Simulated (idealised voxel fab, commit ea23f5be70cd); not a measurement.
process module | voxel fin reveal
The width of the displayed cross-section, cut, is 245 nm; its cells are square, with a size of 5 nm.
A cross-section is written here as square cells arranged in a grid, and it is given in bands from the top down, each band taking up one or more rows of cells. Heads up on the band format: heights come first, top then bottom, in nm. After that it's the materials left to right, each with its width in nm. A single material flagged "all across" fills the whole band edge to edge, and "blank" means there's empty space there. Heights are expressed relative to 0, this being the level below which the as-received wafer comprises one material exclusively. The lowest band is unbounded in the downward direction and is denoted as in "0 and below". Width: "30..40" (first number = top row, second number = bottom row, same change from row to row of cells). Any step labelled "stayed the same" changed none of the cells in the cross-section. "Completely sealed voids" contains a list of empty spaces, each no smaller than 8 cells and without an open way to the top, written in the form width x height at distance with the distance from the left edge and all three in nm. Read whatever lies past the settings on a step's line as the simulator's own remark about the step. Each step line may optionally specify "overlay nm", which for a step with a mask gives the rightward distance between the mask's planned place and where it lay, a negative value indicating the leftward direction.
# Here's what the planned process steps look like
- 1: RECEIVE | material Si
- 2: CONFORMAL_DEP | material SiN | thk nm 10
- 3: PATTERN | tone cover | mask id FINS | material resist | width nm 15 | pitch nm 40 | thk nm 15 | overlay nm 0
- 4: DIRECTIONAL_ETCH | etch materials SiN | depth nm 10
- 5: DIRECTIONAL_ETCH | etch materials Si | depth nm 40
- 6: STRIP | etch materials resist
- 7: OXIDIZE | depth nm 5
- 8: FILL_DEP | material SiO2 | thk nm 10
- 9: CMP | height nm 10
- 10: SELECTIVE_ETCH | etch materials SiO2 | depth nm 35
- 11: STRIP | etch materials SiN
- 12: CONFORMAL_DEP | material HfO2 | thk nm 5
# Below: the first of two wafers, run as planned
# As received (post step 1): cross-section
* 0 and below  Si all across
* Completely sealed voids: none
# Cross-section of the wafer subsequent to step 2
* 10 down to 0  SiN all across
* Anything lower than 0 is untouched.
# Cross-section of the wafer subsequent to step 3
* 25 down to 10  blank 75 nm; resist 15 nm; blank 25 nm; resist 15 nm; blank 25 nm; resist 15 nm; blank 75 nm
* Anything lower than 10 is untouched.
# Cross-section of the wafer subsequent to step 4
* 25 down to 10  blank 75 nm; resist 15 nm; blank 25 nm; resist 15 nm; blank 25 nm; resist 15 nm; blank 75 nm
* 10 down to 0  blank 75 nm; SiN 15 nm; blank 25 nm; SiN 15 nm; blank 25 nm; SiN 15 nm; blank 75 nm
* Anything lower than 0 is untouched.
# Cross-section of the wafer subsequent to step 5
* 25 down to 10  blank 75 nm; resist 15 nm; blank 25 nm; resist 15 nm; blank 25 nm; resist 15 nm; blank 75 nm
* 10 down to 0  blank 75 nm; SiN 15 nm; blank 25 nm; SiN 15 nm; blank 25 nm; SiN 15 nm; blank 75 nm
* 0 down to -40  blank 75 nm; Si 15 nm; blank 25 nm; Si 15 nm; blank 25 nm; Si 15 nm; blank 75 nm
* Anything lower than -40 is untouched.
# Cross-section of the wafer subsequent to step 6
* 10 down to 0  blank 75 nm; SiN 15 nm; blank 25 nm; SiN 15 nm; blank 25 nm; SiN 15 nm; blank 75 nm
* Anything lower than 0 is untouched.
# Cross-section of the wafer subsequent to step 7
* 10 down to 0  blank 75 nm; SiN 15 nm; blank 25 nm; SiN 15 nm; blank 25 nm; SiN 15 nm; blank 75 nm
* 0 down to -40  blank 75 nm; SiO2 5 nm; Si 5 nm; SiO2 5 nm; blank 25 nm; SiO2 5 nm; Si 5 nm; SiO2 5 nm; blank 25 nm; SiO2 5 nm; Si 5 nm; SiO2 5 nm; blank 75 nm
* -40 down to -45  SiO2 80 nm; Si 5 nm; SiO2 35 nm; Si 5 nm; SiO2 35 nm; Si 5 nm; SiO2 80 nm
* Anything lower than -45 is untouched.
# Cross-section of the wafer subsequent to step 8
* 20 down to 10  SiO2 all across
* 10 down to 0  SiO2 75 nm; SiN 15 nm; SiO2 25 nm; SiN 15 nm; SiO2 25 nm; SiN 15 nm; SiO2 75 nm
* 0 down to -45  SiO2 80 nm; Si 5 nm; SiO2 35 nm; Si 5 nm; SiO2 35 nm; Si 5 nm; SiO2 80 nm
* Anything lower than -45 is untouched.
# Cross-section of the wafer subsequent to step 9
* 10 down to 0  SiO2 75 nm; SiN 15 nm; SiO2 25 nm; SiN 15 nm; SiO2 25 nm; SiN 15 nm; SiO2 75 nm
* Anything lower than 0 is untouched.
# Cross-section of the wafer subsequent to step 10
* 10 down to 0  blank 75 nm; SiN 15 nm; blank 25 nm; SiN 15 nm; blank 25 nm; SiN 15 nm; blank 75 nm
* 0 down to -25  blank 80 nm; Si 5 nm; blank 35 nm; Si 5 nm; blank 35 nm; Si 5 nm; blank 80 nm
* Anything lower than -25 is untouched.
# Cross-section of the wafer subsequent to step 11
* 0 down to -25  blank 80 nm; Si 5 nm; blank 35 nm; Si 5 nm; blank 35 nm; Si 5 nm; blank 80 nm
* Anything lower than -25 is untouched.
# Cross-section of the wafer subsequent to step 12
* 5 down to 0  blank 75 nm; HfO2 15 nm; blank 25 nm; HfO2 15 nm; blank 25 nm; HfO2 15 nm; blank 75 nm
* 0 down to -20  blank 75 nm; HfO2 5 nm; Si 5 nm; HfO2 5 nm; blank 25 nm; HfO2 5 nm; Si 5 nm; HfO2 5 nm; blank 25 nm; HfO2 5 nm; Si 5 nm; HfO2 5 nm; blank 75 nm
* -20 down to -25  HfO2 80 nm; Si 5 nm; HfO2 35 nm; Si 5 nm; HfO2 35 nm; Si 5 nm; HfO2 80 nm
* Anything lower than -25 is untouched.
# Wafer two. Identical start, identical plan. One mistake in execution. Identical history through step 2
# Cross-section: second wafer, time at which step 3 was scheduled to end
* 25 down to 10  resist 75 nm; blank 15 nm; resist 25 nm; blank 15 nm; resist 25 nm; blank 15 nm; resist 75 nm
* Anything lower than 10 is untouched.
# Cross-section: second wafer, time at which step 4 was scheduled to end
* 25 down to 10  resist 75 nm; blank 15 nm; resist 25 nm; blank 15 nm; resist 25 nm; blank 15 nm; resist 75 nm
* 10 down to 0  SiN 75 nm; blank 15 nm; SiN 25 nm; blank 15 nm; SiN 25 nm; blank 15 nm; SiN 75 nm
* Anything lower than 0 is untouched.
# Cross-section: second wafer, time at which step 5 was scheduled to end
* 25 down to 10  resist 75 nm; blank 15 nm; resist 25 nm; blank 15 nm; resist 25 nm; blank 15 nm; resist 75 nm
* 10 down to 0  SiN 75 nm; blank 15 nm; SiN 25 nm; blank 15 nm; SiN 25 nm; blank 15 nm; SiN 75 nm
* 0 down to -40  Si 75 nm; blank 15 nm; Si 25 nm; blank 15 nm; Si 25 nm; blank 15 nm; Si 75 nm
* Anything lower than -40 is untouched.
# Cross-section: second wafer, time at which step 6 was scheduled to end
* 10 down to 0  SiN 75 nm; blank 15 nm; SiN 25 nm; blank 15 nm; SiN 25 nm; blank 15 nm; SiN 75 nm
* Anything lower than 0 is untouched.
# Cross-section: second wafer, time at which step 7 was scheduled to end
* 10 down to 0  SiN 75 nm; blank 15 nm; SiN 25 nm; blank 15 nm; SiN 25 nm; blank 15 nm; SiN 75 nm
* 0 down to -40  Si 70 nm; SiO2 5 nm; blank 15 nm; SiO2 5 nm; Si 15 nm; SiO2 5 nm; blank 15 nm; SiO2 5 nm; Si 15 nm; SiO2 5 nm; blank 15 nm; SiO2 5 nm; Si 70 nm
* -40 down to -45  Si 70 nm; SiO2 25 nm; Si 15 nm; SiO2 25 nm; Si 15 nm; SiO2 25 nm; Si 70 nm
* Anything lower than -45 is untouched.
# Cross-section: second wafer, time at which step 8 was scheduled to end
* 20 down to 10  SiO2 all across
* 10 down to 0  SiN 75 nm; SiO2 15 nm; SiN 25 nm; SiO2 15 nm; SiN 25 nm; SiO2 15 nm; SiN 75 nm
* 0 down to -45  Si 70 nm; SiO2 25 nm; Si 15 nm; SiO2 25 nm; Si 15 nm; SiO2 25 nm; Si 70 nm
* Anything lower than -45 is untouched.
# Cross-section: second wafer, time at which step 9 was scheduled to end
* 10 down to 0  SiN 75 nm; SiO2 15 nm; SiN 25 nm; SiO2 15 nm; SiN 25 nm; SiO2 15 nm; SiN 75 nm
* Anything lower than 0 is untouched.
# Cross-section: second wafer, time at which step 10 was scheduled to end
* 10 down to 0  SiN 75 nm; blank 15 nm; SiN 25 nm; blank 15 nm; SiN 25 nm; blank 15 nm; SiN 75 nm
* 0 down to -25  Si 70 nm; blank 25 nm; Si 15 nm; blank 25 nm; Si 15 nm; blank 25 nm; Si 70 nm
* Anything lower than -25 is untouched.
# Cross-section: second wafer, time at which step 11 was scheduled to end
* 0 down to -25  Si 70 nm; blank 25 nm; Si 15 nm; blank 25 nm; Si 15 nm; blank 25 nm; Si 70 nm
* Anything lower than -25 is untouched.
# Cross-section: second wafer, time at which step 12 was scheduled to end
* 5 down to 0  HfO2 75 nm; blank 15 nm; HfO2 25 nm; blank 15 nm; HfO2 25 nm; blank 15 nm; HfO2 75 nm
* 0 down to -20  Si 70 nm; HfO2 5 nm; blank 15 nm; HfO2 5 nm; Si 15 nm; HfO2 5 nm; blank 15 nm; HfO2 5 nm; Si 15 nm; HfO2 5 nm; blank 15 nm; HfO2 5 nm; Si 70 nm
* -20 down to -25  Si 70 nm; HfO2 25 nm; Si 15 nm; HfO2 25 nm; Si 15 nm; HfO2 25 nm; Si 70 nm
* Anything lower than -25 is untouched.
Misprocessing identified: rather than as planned, step 3 actually ran as PATTERN | tone open | mask id FINS | material resist | width nm 15 | pitch nm 40 | thk nm 15 | overlay nm 0
Final comparison by cell count, materials where the second wafer has more or fewer than the first: Si +279, SiO2 -124
